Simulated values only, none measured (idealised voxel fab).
process module | voxel lift off
cross-section cut | 285 nm wide | cells 5 nm
A cross-section is a grid of square cells, given in bands from the top down. A band is one or more rows of cells.
Each band's line starts with the height of the band's top and of its bottom, in nm. Then come its materials from left to right, each with its width in nm. One material with "throughout" fills the band from edge to edge. "air" is empty space.
Height 0 is the level under which the wafer as received is all one material. The lowest band goes on downwards, as in "0 down".
A width such as "30 to 40" changes by the same amount from each row of cells to the next, from the band's top row to its bottom row.
"no change" after a step means that no cell of the cross-section changed.
closed voids: empty space of 8 cells or more with no open way to the top, each as width x height at its distance from the left edge, in nm
after a step's settings: what the simulator itself notes on the step
overlay nm, on a step with a mask: how far to the right of its planned place the mask lay; to the left if negative
plan
1 op RECEIVE | material Si
2 op CONFORMAL_DEP | material SiO2 | thk nm 15
3 op PATTERN | tone open | mask id LINES | material resist | width nm 25 | pitch nm 40 | thk nm 20 | overlay nm 0
4 op DIRECTIONAL_DEP | material Ru | thk nm 10
5 op STRIP | etch materials resist
6 op CONFORMAL_DEP | material SiN | thk nm 10
first wafer, as planned
as received, after step 1
  0 down: Si throughout
  closed voids: none
after step 2
  15 to 0: SiO2 throughout
  below 0: unchanged
after step 3
  35 to 15: resist 110 | air 25 | resist 15 | air 25 | resist 110
  below 15: unchanged
after step 4
  45 to 35: Ru 110 | air 25 | Ru 15 | air 25 | Ru 110
  35 to 25: resist 110 | air 25 | resist 15 | air 25 | resist 110
  25 to 15: resist 110 | Ru 25 | resist 15 | Ru 25 | resist 110
  below 15: unchanged
after step 5
  25 to 15: air 110 | Ru 25 | air 15 | Ru 25 | air 110
  below 15: unchanged
after step 6
  35 to 25: air 100 | SiN 85 | air 100
  25 to 15: SiN 110 | Ru 25 | SiN 15 | Ru 25 | SiN 110
  below 15: unchanged
second wafer: like start, like plan, one mistake. Through step 5 it matches the first wafer
when step 6 should have ended: no change
what went wrong: step 6 was left out
at the end the second wafer has, in cells: 128 fewer of SiN
